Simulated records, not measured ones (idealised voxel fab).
voxel gate over fins: a process module
The cross-section on display is named cut; it measures 275 nm wide, and its cells are 5 nm squares.
In what follows, cross-sections appear as grids of square cells, described through bands that run from the top down, where every band is one or more rows of cells.
Heads up on the band format: heights come first, top then bottom, in nm. After that it's the materials left to right, each with its width in nm. A single material flagged "edge to edge" fills the whole band edge to edge, and "empty" means there's empty space there.
The reference from which all heights are counted is 0, the level beneath which the as-received wafer is entirely one material; the lowest band, having no lower bound, proceeds downward and is written after the example "top 0, no bottom".
Width: "30..40" (first number = top row, second number = bottom row, same change from row to row of cells).
"no change" -> step changed no cross-section cell.
Under "Enclosed internal cavities" you'll find the enclosed gaps, the ones with no way out to the top, that are 8 cells or bigger; each reads width x height at distance, with distance counted from the left edge, everything in nm.
Where a step's line continues beyond its settings, the continuation is a remark by the simulator itself on that step.
You can add "overlay nm" to a step's line. For a step with a mask, it describes how far the mask lay to the right of its planned position, and a negative number describes a lay to the left.

Process steps - plan
| 1 | op RECEIVE | material Si |
| 2 | op CONFORMAL_DEP | material SiN | thk nm 10 |
| 3 | op MASKED_ETCH | tone cover | mask id FINS | width nm 15 | pitch nm 55 | etch materials SiN | depth nm 10 | overlay nm 0 |
| 4 | op MASKED_ETCH | tone cover | mask id FINS | width nm 15 | pitch nm 55 | etch materials Si | depth nm 35 | overlay nm 0 |
| 5 | op FILL_DEP | material SiO2 | thk nm 10 |
| 6 | op CMP | height nm 10 |
| 7 | op PATTERN | tone open | mask id RAIL | material resist | width nm 15 | thk nm 15 | overlay nm 0 |
| 8 | op DIRECTIONAL_ETCH | etch materials SiO2 | depth nm 40 |
| 9 | op STRIP | etch materials resist |
| 10 | op CONFORMAL_DEP | material TiN | thk nm 5 |
| 11 | op FILL_DEP | material W | thk nm 10 |
| 12 | op CMP | height nm 10 |
| 13 | op SELECTIVE_ETCH | etch materials W Ru TiN | depth nm 30 |
| 14 | op FILL_DEP | material SiO2 | thk nm 5 |
| 15 | op CMP | height nm 10 |
| 16 | op SELECTIVE_ETCH | etch materials SiO2 | depth nm 25 |
| 17 | op STRIP | etch materials SiN |
| 18 | op CONFORMAL_DEP | material HfO2 | thk nm 5 |
| 19 | op CONFORMAL_DEP | material TiN | thk nm 5 |
| 20 | op CONFORMAL_DEP | material TiAl | thk nm 5 |
| 21 | op CONFORMAL_DEP | material TiN | thk nm 5 |
| 22 | op FILL_DEP | material W | thk nm 10 |
| 23 | op CMP | height nm 15 |
| 24 | op CONFORMAL_DEP | material SiN | thk nm 10 |
Keep in mind the plan's value for the height nm of step 23 comes from the first wafer; the wafers don't share that setting, but they do share the same starting point.

As received, i.e. after step 1: cross-section through the first of several wafers
> top 0, no bottom | Si edge to edge
> Enclosed internal cavities: none

Here is the cross-section of the first of several wafers at the end of the module, after its last step, step 24
> top 25, bottom 15 | SiN edge to edge
> top 15, bottom 10 | W (80), then TiN (5), then TiAl (45), then TiN (10), then TiAl (45), then TiN (5), then W (85)
> top 10, bottom 5 | W (80), then TiN (5), then TiAl (5), then TiN (35), then TiAl (5), then TiN (10), then TiAl (5), then TiN (35), then TiAl (5), then TiN (5), then W (85)
> top 5, bottom 0 | TiN (85), then TiAl (5), then TiN (5), then HfO2 (25), then TiN (5), then TiAl (5), then TiN (10), then TiAl (5), then TiN (5), then HfO2 (25), then TiN (5), then TiAl (5), then TiN (90)
> top 0, bottom -5 | TiAl (90), then TiN (5), then HfO2 (5), then Si (15), then HfO2 (5), then TiN (5), then TiAl (20), then TiN (5), then HfO2 (5), then Si (15), then HfO2 (5), then TiN (5), then TiAl (95)
> top -5, bottom -10 | TiN (95), then HfO2 (5), then Si (15), then HfO2 (5), then TiN (30), then HfO2 (5), then Si (15), then HfO2 (5), then TiN (100)
> top -10, bottom -15 | HfO2 (100), then Si (15), then HfO2 (40), then Si (15), then HfO2 (105)
> top -15, bottom -20 | SiO2 (100), then Si (15), then SiO2 (40), then Si (15), then SiO2 (105)
> top -20, bottom -25 | SiO2 (100), then Si (15), then SiO2 (10), then TiN (5), then W (5), then TiN (5), then SiO2 (15), then Si (15), then SiO2 (105)
> top -25, bottom -30 | SiO2 (100), then Si (15), then SiO2 (10), then TiN (15), then SiO2 (15), then Si (15), then SiO2 (105)
> top -30, bottom -35 | SiO2 (100), then Si (15), then SiO2 (40), then Si (15), then SiO2 (105)
> top -35, no bottom | Si edge to edge
> Enclosed internal cavities: none

Last wafer of the set, cross-sectioned at end of module
> top 40, bottom 30 | SiN edge to edge
> top 30, bottom 20 | W edge to edge
> top 20, bottom 15 | W (80), then TiN (110), then W (85)
> top 15, bottom 10 | W (80), then TiN (5), then TiAl (45), then TiN (10), then TiAl (45), then TiN (5), then W (85)
> top 10, bottom 5 | W (80), then TiN (5), then TiAl (5), then TiN (35), then TiAl (5), then TiN (10), then TiAl (5), then TiN (35), then TiAl (5), then TiN (5), then W (85)
> top 5, bottom 0 | TiN (85), then TiAl (5), then TiN (5), then HfO2 (25), then TiN (5), then TiAl (5), then TiN (10), then TiAl (5), then TiN (5), then HfO2 (25), then TiN (5), then TiAl (5), then TiN (90)
> top 0, bottom -5 | TiAl (90), then TiN (5), then HfO2 (5), then Si (15), then HfO2 (5), then TiN (5), then TiAl (20), then TiN (5), then HfO2 (5), then Si (15), then HfO2 (5), then TiN (5), then TiAl (95)
> top -5, bottom -10 | TiN (95), then HfO2 (5), then Si (15), then HfO2 (5), then TiN (30), then HfO2 (5), then Si (15), then HfO2 (5), then TiN (100)
> top -10, bottom -15 | HfO2 (100), then Si (15), then HfO2 (40), then Si (15), then HfO2 (105)
> top -15, bottom -20 | SiO2 (100), then Si (15), then SiO2 (40), then Si (15), then SiO2 (105)
> top -20, bottom -25 | SiO2 (100), then Si (15), then SiO2 (10), then TiN (5), then W (5), then TiN (5), then SiO2 (15), then Si (15), then SiO2 (105)
> top -25, bottom -30 | SiO2 (100), then Si (15), then SiO2 (10), then TiN (15), then SiO2 (15), then Si (15), then SiO2 (105)
> top -30, bottom -35 | SiO2 (100), then Si (15), then SiO2 (40), then Si (15), then SiO2 (105)
> top -35, no bottom | Si edge to edge
> Enclosed internal cavities: none

Basically each wafer gets a line in the table, showing it at the end of the module: material by material, the cells it gained (+) or lost (-) since we got it, then its closed voids
height nm 15, +67 HfO2, -343 Si, +110 SiN, +190 SiO2, +67 TiAl, +117 TiN, +67 W, Enclosed internal cavities: none
height nm 20, +67 HfO2, -343 Si, +110 SiN, +190 SiO2, +67 TiAl, +139 TiN, +100 W, Enclosed internal cavities: none
height nm 25, +67 HfO2, -343 Si, +110 SiN, +190 SiO2, +67 TiAl, +139 TiN, +155 W, Enclosed internal cavities: none
height nm 30, +67 HfO2, -343 Si, +110 SiN, +190 SiO2, +67 TiAl, +139 TiN, +210 W, Enclosed internal cavities: none
